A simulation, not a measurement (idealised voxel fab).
The following is a process module called voxel air gaps.
In the cross-section labelled cut, the width is 250 nm and each square cell is 5 nm.
A cross-section in this document is a grid of square cells, and it is written down as bands, the top band listed before the ones below it; a band is made up of one or more rows of cells.
In this notation a band is specified by the heights of its top and bottom, in that order and in nm, after which its materials appear from left to right, each paired with its width in nm. The word "edge to edge" attached to a single material means that material fills the band from edge to edge; the word "blank" stands for empty space.
Heights are measured from 0, the level below which the as-received wafer is all one material; the lowest band has no bottom and continues downward, written as in "0 down".
Width: "30->40" (first number = top row, second number = bottom row, same change from row to row of cells).
Basically "nothing different" means that step didn't change any cell in the cross-section.
If an empty space has no open way to the top and is at least 8 cells in size, "Sealed void list" lists it, written width x height at distance, where distance is measured from the left edge and every value is in nm.
Step line, after settings: the simulator's comment on this step.
overlay nm: where the mask lay relative to plan, measured to the right, on steps with a mask; negatives go left.
Process steps (planned)
1. RECEIVE with material Si
2. CONFORMAL_DEP with material SiO2, thk nm 15
3. CONFORMAL_DEP with material SiN, thk nm 5
4. DIRECTIONAL_DEP with material SiO2, thk nm 40
5. DIRECTIONAL_DEP with material aC, thk nm 15
6. PATTERN with tone open, mask id LINES, material resist, width nm 15, pitch nm 40, thk nm 35, overlay nm 0
7. DIRECTIONAL_ETCH with etch materials aC, depth nm 15
8. STRIP with etch materials resist
9. DIRECTIONAL_ETCH with etch materials SiO2, depth nm 40
10. STRIP with etch materials aC
11. CONFORMAL_DEP with material TiN, thk nm 5
12. FILL_DEP with material Cu, thk nm 5
13. CMP with height nm 60
14. EPI with material Ru, thk nm 10
15. SELECTIVE_ETCH with etch materials SiO2, depth nm 50
16. CONFORMAL_DEP with material SiCN, thk nm 5
Cross-section of the wafer as it came to us, i.e., already through step 1
  0 down: Si edge to edge
  Sealed void list: none
Final cross-section, module run with one mistake (start and plan as above)
  75 to 70: SiCN edge to edge
  70 to 60: Ru edge to edge
  60 to 25: 70 of Cu  5 of TiN  15 of SiO2  5 of TiN  15 of Cu  5 of TiN  15 of SiO2  5 of TiN  15 of Cu  5 of TiN  15 of SiO2  5 of TiN  75 of Cu
  25 to 20: 75 of TiN  15 of SiO2  25 of TiN  15 of SiO2  25 of TiN  15 of SiO2  80 of TiN
  20 to 15: SiN edge to edge
  15 to 0: SiO2 edge to edge
  0 down: Si edge to edge
  Sealed void list: none
Where did the run depart from the plan? so step 6 ended up running with a different setting than we planned, it ran as PATTERN with tone cover, mask id LINES, material resist, width nm 15, pitch nm 40, thk nm 35, overlay nm 0
